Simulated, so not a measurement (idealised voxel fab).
Herein follows the process module entitled voxel gate over fins.
This is section cut - it's 210 nm across, gridded in 5 nm square cells.
How to read a cross-section here: the picture is a grid of square cells, written as bands going from the top down, and any band can span one or more rows of cells.
Within each band entry, the heights of the top and of the bottom of the band appear first, in that order and in nm; the materials of the band then follow from left to right, each with its corresponding width in nm. The designation "everywhere" on a single material indicates that it fills the band from edge to edge; the designation "blank" indicates empty space.
Heights are measured from 0, the level below which the as-received wafer is all one material; the lowest band has no bottom and continues downward, written as in "from 0 down".
The expression "30..40" gives the width at the extremes of the band, the first number at its top row of cells and the second at its bottom row, with the width changing by equal amounts from each row to the next in between.
Given "all unchanged" for a step, no cell of the cross-section differs between before and after that step.
Enclosed voids (no open way to top), threshold 8 cells or more, entry "Fully enclosed voids", notation width x height at distance, distance from left edge, nm.
What comes after the settings on a step's line is commentary from the simulator itself on that step.
For masked steps, "overlay nm" on the step line gives how far right of plan the mask actually lay; a minus sign means it lay to the left.
THIS SECTION LISTS THE PROCESS STEPS THAT WERE PLANNED
1,RECEIVE | material Si
2,CONFORMAL_DEP | material SiN | thk nm 10
3,DIRECTIONAL_DEP | material aC | thk nm 15
4,PATTERN | tone cover | mask id FINS | material resist | width nm 15 | pitch nm 50 | thk nm 30 | overlay nm 0
5,DIRECTIONAL_ETCH | etch materials aC | depth nm 15
6,STRIP | etch materials resist
7,DIRECTIONAL_ETCH | etch materials SiN | depth nm 10
8,DIRECTIONAL_ETCH | etch materials Si | depth nm 35
9,STRIP | etch materials aC
10,FILL_DEP | material SiO2 | thk nm 10
11,CMP | height nm 10
12,MASKED_ETCH | tone open | mask id RAIL | width nm 15 | etch materials SiO2 | depth nm 40 | overlay nm 0
13,CONFORMAL_DEP | material TiN | thk nm 5
14,FILL_DEP | material W | thk nm 5
15,CMP | height nm 10
16,SELECTIVE_ETCH | etch materials W Ru TiN | depth nm 25
17,FILL_DEP | material SiO2 | thk nm 5
18,CMP | height nm 10
19,SELECTIVE_ETCH | etch materials SiO2 | depth nm 20
20,STRIP | etch materials SiN
21,CONFORMAL_DEP | material HfO2 | thk nm 5
22,CONFORMAL_DEP | material TiN | thk nm 5
23,CONFORMAL_DEP | material TiAl | thk nm 5
24,CONFORMAL_DEP | material TiN | thk nm 5
25,FILL_DEP | material W | thk nm 15
26,CMP | height nm 30
27,CONFORMAL_DEP | material SiN | thk nm 5
HERE'S WHAT THE WAFER LOOKED LIKE IN CROSS-SECTION WHEN IT ARRIVED - THAT'S AFTER STEP 1
    from 0 down = Si everywhere
    Fully enclosed voids: none
FIRST OF TWO WAFERS, END-OF-MODULE SECTION, RUN FOLLOWED PLAN
    from 35 to 30 = SiN everywhere
    from 30 to 20 = W everywhere
    from 20 to 15 = 25 nm W / 155 nm TiN / 30 nm W
    from 15 to 10 = 25 nm W / 5 nm TiN / 45 nm TiAl / 5 nm TiN / 45 nm TiAl / 5 nm TiN / 45 nm TiAl / 5 nm TiN / 30 nm W
    from 10 to 5 = 30 nm TiN / 5 nm TiAl / 35 nm TiN / 5 nm TiAl / 5 nm TiN / 5 nm TiAl / 35 nm TiN / 5 nm TiAl / 5 nm TiN / 5 nm TiAl / 35 nm TiN / 5 nm TiAl / 35 nm TiN
    from 5 to 0 = 35 nm TiAl / 5 nm TiN / 25 nm HfO2 / 5 nm TiN / 15 nm TiAl / 5 nm TiN / 25 nm HfO2 / 5 nm TiN / 15 nm TiAl / 5 nm TiN / 25 nm HfO2 / 5 nm TiN / 40 nm TiAl
    from 0 to -5 = 40 nm TiN / 5 nm HfO2 / 15 nm Si / 5 nm HfO2 / 25 nm TiN / 5 nm HfO2 / 15 nm Si / 5 nm HfO2 / 25 nm TiN / 5 nm HfO2 / 15 nm Si / 5 nm HfO2 / 45 nm TiN
    from -5 to -10 = 45 nm HfO2 / 15 nm Si / 35 nm HfO2 / 15 nm Si / 35 nm HfO2 / 15 nm Si / 50 nm HfO2
    from -10 to -15 = 45 nm SiO2 / 15 nm Si / 35 nm SiO2 / 15 nm Si / 35 nm SiO2 / 15 nm Si / 50 nm SiO2
    from -15 to -25 = 45 nm SiO2 / 15 nm Si / 10 nm SiO2 / 5 nm TiN / 5 nm W / 5 nm TiN / 10 nm SiO2 / 15 nm Si / 35 nm SiO2 / 15 nm Si / 50 nm SiO2
    from -25 to -30 = 45 nm SiO2 / 15 nm Si / 10 nm SiO2 / 15 nm TiN / 10 nm SiO2 / 15 nm Si / 35 nm SiO2 / 15 nm Si / 50 nm SiO2
    from -30 to -35 = 45 nm SiO2 / 15 nm Si / 35 nm SiO2 / 15 nm Si / 35 nm SiO2 / 15 nm Si / 50 nm SiO2
    from -35 down = Si everywhere
    Fully enclosed voids: none
SAME START, SAME PLAN AS THE FIRST WAFER - BUT ONE MISTAKE IN THE RUN. CROSS-SECTION OF THE SECOND OF THE TWO AT THE END OF THE MODULE
    from 35 to 30 = SiN everywhere
    from 30 to 20 = W everywhere
    from 20 to 15 = TiN everywhere
    from 15 to 10 = TiAl everywhere
    from 10 to 5 = TiN everywhere
    from 5 to 0 = 50 nm HfO2 / 5 nm TiN / 45 nm HfO2 / 5 nm TiN / 45 nm HfO2 / 5 nm TiN / 55 nm HfO2
    from 0 to -5 = 45 nm Si / 5 nm HfO2 / 5 nm TiN / 5 nm HfO2 / 35 nm Si / 5 nm HfO2 / 5 nm TiN / 5 nm HfO2 / 35 nm Si / 5 nm HfO2 / 5 nm TiN / 5 nm HfO2 / 50 nm Si
    from -5 to -10 = 45 nm Si / 15 nm HfO2 / 35 nm Si / 15 nm HfO2 / 35 nm Si / 15 nm HfO2 / 50 nm Si
    from -10 to -35 = 45 nm Si / 15 nm SiO2 / 35 nm Si / 15 nm SiO2 / 35 nm Si / 15 nm SiO2 / 50 nm Si
    from -35 down = Si everywhere
    Fully enclosed voids: none
What was done differently from what was planned? rather than as planned, step 4 actually ran as PATTERN | tone open | mask id FINS | material resist | width nm 15 | pitch nm 50 | thk nm 30 | overlay nm 0
The closing comparison, in cells, has the second wafer with more or fewer of some materials than the first: Si +168; SiO2 -111; TiAl -12; TiN -21; W -24
